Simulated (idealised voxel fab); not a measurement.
This section sets out a process module, namely voxel transistor to metal.
FYI the section here is cut, 190 nm wide, cells are 5 nm squares.
Just so we're on the same page, the cross-sections are grids of square cells, and they're listed out in bands top to bottom, each band one or more rows deep.
Top height, bottom height, nm. Materials left to right, width each, nm. Single material + "all across" = fills band edge to edge. "blank" = empty.
Height reference: 0 = level under which incoming wafer is all one material. Lowest band: no bottom, runs on downward, e.g. "0 and below".
Width: "30..40" (first number = top row, second number = bottom row, same change from row to row of cells).
Where a step carries "remained the same", the cross-section came out of it unchanged, cell for cell.
The label "Listed closed voids" introduces a list of the empty spaces, 8 cells or larger, that have no open way up to the top; each entry in it reads width x height at distance, where the distance is taken from the left edge and all three are stated in nm.
Whatever follows a step's settings on its line is a remark the simulator itself makes about that step.
On any step carrying a mask, the "overlay nm" setting, if present on the step's line, tells how far right of its planned place the mask lay; negative values point to the left.
# Below is the list of planned process steps
| 1 | RECEIVE with material Si |
| 2 | CONFORMAL_DEP with material SiO2, thk nm 5 |
| 3 | CONFORMAL_DEP with material SiN, thk nm 15 |
| 4 | MASKED_ETCH with tone cover, mask id ACTIVE, width nm 115, etch materials SiN, depth nm 15, overlay nm 0 |
| 5 | MASKED_ETCH with tone cover, mask id ACTIVE, width nm 115, etch materials SiO2, depth nm 5, overlay nm 0 |
| 6 | MASKED_ETCH with tone cover, mask id ACTIVE, width nm 115, etch materials Si, depth nm 30, overlay nm 0 |
| 7 | OXIDIZE with depth nm 5 |
| 8 | FILL_DEP with material SiO2, thk nm 10 |
| 9 | CMP with height nm 20 |
| 10 | SELECTIVE_ETCH with etch materials SiO2, depth nm 15 |
| 11 | STRIP with etch materials SiN |
| 12 | SELECTIVE_ETCH with etch materials SiO2, depth nm 5 |
| 13 | OXIDIZE with depth nm 5 |
| 14 | DIRECTIONAL_DEP with material polySi, thk nm 25 |
| 15 | DIRECTIONAL_DEP with material SiCN, thk nm 10 |
| 16 | PATTERN with tone cover, mask id GATE, material resist, width nm 25, thk nm 20, overlay nm 0 |
| 17 | DIRECTIONAL_ETCH with etch materials SiCN, depth nm 20 |
| 18 | DIRECTIONAL_ETCH with etch materials polySi, depth nm 35 |
| 19 | STRIP with etch materials resist |
| 20 | CONFORMAL_DEP with material SiO2, thk nm 5 |
| 21 | DIRECTIONAL_ETCH with etch materials SiO2, depth nm 5 |
| 22 | CONFORMAL_DEP with material SiN, thk nm 5 |
| 23 | DIRECTIONAL_ETCH with etch materials SiN, depth nm 5 |
| 24 | DIRECTIONAL_ETCH with etch materials SiO2, depth nm 5 |
| 25 | EPI with material pSi, thk nm 5 |
| 26 | FILL_DEP with material SiO2, thk nm 10 |
| 27 | CMP with height nm 35 |
| 28 | DIRECTIONAL_DEP with material SiO2, thk nm 10 |
| 29 | MASKED_ETCH with tone open, mask id CONTACT, width nm 15, pitch nm 80, etch materials SiO2, depth nm 45, overlay nm 0 |
| 30 | CONFORMAL_DEP with material TiN, thk nm 5 |
| 31 | FILL_DEP with material Ru, thk nm 5 |
| 32 | CMP with height nm 45 |
| 33 | DIRECTIONAL_DEP with material TiN, thk nm 5 |
| 34 | DIRECTIONAL_DEP with material W, thk nm 25 |
| 35 | MASKED_ETCH with tone cover, mask id METAL_1, width nm 15, pitch nm 80, etch materials W, depth nm 25, overlay nm 0 |
| 36 | MASKED_ETCH with tone cover, mask id METAL_1, width nm 15, pitch nm 80, etch materials TiN, depth nm 5, overlay nm 0 |
| 37 | CONFORMAL_DEP with material SiCN, thk nm 5 |
| 38 | FILL_DEP with material SiO2, thk nm 5 |
| 39 | CMP with height nm 75 |
| 40 | CONFORMAL_DEP with material SiN, thk nm 5 |
Don't read the plan's width nm for step 36 as applying to every wafer: that's the first wafer's value, and the wafers differ in it, though they all start identical.
# After step 1, as received: first of several wafers, cross-section
    0 and below = Si all across
    Listed closed voids: none
# Rows = wafers. At module end, each row lists per material the cells gained (+) or lost (-) since the wafer was received, then the closed voids
width nm 15, +16 Ru, -140 Si, +62 SiCN, +52 SiN, +505 SiO2, +44 TiN, +30 W, +14 pSi, +25 polySi, Listed closed voids: none
width nm 20, +16 Ru, -140 Si, +62 SiCN, +52 SiN, +503 SiO2, +46 TiN, +30 W, +14 pSi, +25 polySi, Listed closed voids: none
width nm 25, +16 Ru, -140 Si, +62 SiCN, +52 SiN, +501 SiO2, +48 TiN, +30 W, +14 pSi, +25 polySi, Listed closed voids: none
width nm 30, +16 Ru, -140 Si, +62 SiCN, +52 SiN, +499 SiO2, +50 TiN, +30 W, +14 pSi, +25 polySi, Listed closed voids: none
